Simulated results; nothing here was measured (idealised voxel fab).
process module | voxel transistor to metal
cross-section cut | 295 nm wide | cells 5 nm
A cross-section is a grid of square cells, given in bands from the top down. A band is one or more rows of cells.
Each band's line starts with the height of the band's top and of its bottom, in nm. Then come its materials from left to right, each with its width in nm. One material with "throughout" fills the band from edge to edge. "air" is empty space.
Height 0 is the level under which the wafer as received is all one material. The lowest band goes on downwards, as in "0 down".
A width such as "30 to 40" changes by the same amount from each row of cells to the next, from the band's top row to its bottom row.
"no change" after a step means that no cell of the cross-section changed.
closed voids: empty space of 8 cells or more with no open way to the top, each as width x height at its distance from the left edge, in nm
after a step's settings: what the simulator itself notes on the step
overlay nm, on a step with a mask: how far to the right of its planned place the mask lay; to the left if negative
plan
1 op RECEIVE | material Si
2 op CONFORMAL_DEP | material SiO2 | thk nm 5
3 op CONFORMAL_DEP | material SiN | thk nm 10
4 op PATTERN | tone cover | mask id ACTIVE | material resist | width nm 110 | pitch nm 140 | thk nm 20 | overlay nm 0
5 op DIRECTIONAL_ETCH | etch materials SiN | depth nm 10
6 op DIRECTIONAL_ETCH | etch materials SiO2 | depth nm 5
7 op DIRECTIONAL_ETCH | etch materials Si | depth nm 35
8 op STRIP | etch materials resist
9 op FILL_DEP | material SiO2 | thk nm 10
10 op CMP | height nm 15
11 op SELECTIVE_ETCH | etch materials SiO2 | depth nm 5
12 op STRIP | etch materials SiN
13 op SELECTIVE_ETCH | etch materials SiO2 | depth nm 5
14 op OXIDIZE | depth nm 5
15 op DIRECTIONAL_DEP | material polySi | thk nm 25
16 op DIRECTIONAL_DEP | material SiCN | thk nm 15
17 op PATTERN | tone cover | mask id GATE | material resist | width nm 30 | pitch nm 140 | thk nm 20 | overlay nm 0
18 op DIRECTIONAL_ETCH | etch materials SiCN | depth nm 25
19 op DIRECTIONAL_ETCH | etch materials polySi | depth nm 35
20 op STRIP | etch materials resist
21 op CONFORMAL_DEP | material SiO2 | thk nm 5
22 op DIRECTIONAL_ETCH | etch materials SiO2 | depth nm 5
23 op CONFORMAL_DEP | material SiN | thk nm 10
24 op DIRECTIONAL_ETCH | etch materials SiN | depth nm 10
25 op DIRECTIONAL_ETCH | etch materials SiO2 | depth nm 5
26 op DIRECTIONAL_ETCH | etch materials Si | depth nm 10
27 op EPI | material nSi | thk nm 10
28 op FILL_DEP | material SiO2 | thk nm 10
29 op CMP | height nm 25
30 op STRIP | etch materials polySi
31 op SELECTIVE_ETCH | etch materials SiO2 | depth nm 5
32 op CONFORMAL_DEP | material HfO2 | thk nm 5
33 op CONFORMAL_DEP | material TiN | thk nm 5
34 op FILL_DEP | material W | thk nm 10
35 op CMP | height nm 20
36 op DIRECTIONAL_DEP | material SiO2 | thk nm 15
37 op PATTERN | tone open | mask id CONTACT | material resist | width nm 15 | thk nm 15 | overlay nm 0
38 op DIRECTIONAL_ETCH | etch materials SiO2 | depth nm 30
39 op STRIP | etch materials resist
40 op CONFORMAL_DEP | material TiN | thk nm 5
41 op FILL_DEP | material W | thk nm 5
42 op CMP | height nm 35
43 op DIRECTIONAL_DEP | material TiN | thk nm 5
44 op DIRECTIONAL_DEP | material W | thk nm 20
45 op DIRECTIONAL_DEP | material aC | thk nm 10
46 op PATTERN | tone cover | mask id METAL_1 | material resist | width nm 15 | thk nm 25 | overlay nm 0
47 op DIRECTIONAL_ETCH | etch materials aC | depth nm 10
48 op STRIP | etch materials resist
49 op DIRECTIONAL_ETCH | etch materials W | depth nm 20
50 op DIRECTIONAL_ETCH | etch materials TiN | depth nm 5
51 op STRIP | etch materials aC
52 op FILL_DEP | material lowk | thk nm 10
53 op CMP | height nm 60
54 op CONFORMAL_DEP | material SiCN | thk nm 5
55 op DIRECTIONAL_DEP | material lowk | thk nm 35
56 op MASKED_ETCH | tone open | mask id METAL_2 | width nm 15 | pitch nm 140 | etch materials lowk | depth nm 20 | overlay nm 0
57 op PATTERN | tone open | mask id METAL_2_HOLES | material resist | width nm 15 | pitch nm 140 | thk nm 20 | overlay nm 0
58 op DIRECTIONAL_ETCH | etch materials lowk | depth nm 15
59 op DIRECTIONAL_ETCH | etch materials SiCN | depth nm 5
60 op STRIP | etch materials resist
61 op CONFORMAL_DEP | material TiN | thk nm 5
62 op FILL_DEP | material Ru | thk nm 5
63 op CMP | height nm 100
64 op CONFORMAL_DEP | material SiCN | thk nm 5
as received, after step 1
  0 down: Si throughout
  closed voids: none
a wafer at the end: this start, this plan, one mistake
  105 to 100: SiCN throughout
  100 to 65: lowk 25 | TiN 5 | Ru 5 | TiN 5 | lowk 125 | TiN 5 | Ru 5 | TiN 5 | lowk 115
  65 to 60: SiCN 25 | TiN 15 | SiCN 125 | TiN 15 | SiCN 115
  60 to 40: lowk 25 | W 15 | lowk 70 | W 15 | lowk 40 | W 15 | lowk 70 | W 15 | lowk 30
  40 to 35: lowk 25 | TiN 15 | lowk 70 | TiN 15 | lowk 40 | TiN 15 | lowk 70 | TiN 15 | lowk 30
  35 to 30: TiN 30 | W 5 | TiN 80 | W 5 | TiN 50 | W 5 | TiN 80 | W 5 | TiN 35
  30 to 15: SiO2 25 | TiN 5 | W 5 | TiN 5 | SiO2 70 | TiN 5 | W 5 | TiN 5 | SiO2 40 | TiN 5 | W 5 | TiN 5 | SiO2 70 | TiN 5 | W 5 | TiN 5 | SiO2 30
  15 to 10: SiO2 25 | TiN 5 | W 5 | TiN 5 | SiO2 5 | SiN 10 | HfO2 5 | TiN 5 | W 20 | TiN 5 | HfO2 5 | SiN 10 | SiO2 5 | TiN 5 | W 5 | TiN 5 | SiO2 40 | TiN 5 | W 5 | TiN 5 | SiO2 5 | SiN 10 | HfO2 5 | TiN 5 | W 20 | TiN 5 | HfO2 5 | SiN 10 | SiO2 5 | TiN 5 | W 5 | TiN 5 | SiO2 30
  10 to 5: SiO2 25 | TiN 15 | SiO2 5 | SiN 10 | HfO2 5 | TiN 5 | W 20 | TiN 5 | HfO2 5 | SiN 10 | SiO2 5 | TiN 15 | SiO2 40 | TiN 15 | SiO2 5 | SiN 10 | HfO2 5 | TiN 5 | W 20 | TiN 5 | HfO2 5 | SiN 10 | SiO2 5 | TiN 15 | SiO2 30
  5 to 0: SiO2 20 | SiN 10 | nSi 15 | SiN 10 | HfO2 5 | TiN 30 | HfO2 5 | SiN 10 | nSi 15 | SiN 10 | SiO2 30 | SiN 10 | nSi 15 | SiN 10 | HfO2 5 | TiN 30 | HfO2 5 | SiN 10 | nSi 15 | SiN 10 | SiO2 25
  0 to -5: SiO2 30 | nSi 15 | SiO2 10 | HfO2 40 | SiO2 10 | nSi 15 | SiO2 50 | nSi 15 | SiO2 10 | HfO2 40 | SiO2 10 | nSi 15 | SiO2 35
  -5 to -15: SiO2 20 | Si 10 | nSi 15 | Si 60 | nSi 15 | Si 10 | SiO2 30 | Si 10 | nSi 15 | Si 60 | nSi 15 | Si 10 | SiO2 25
  -15 to -35: SiO2 20 | Si 110 | SiO2 30 | Si 110 | SiO2 25
  -35 down: Si throughout
  closed voids: none
what went wrong: step 35 ran as: op CMP | height nm 15
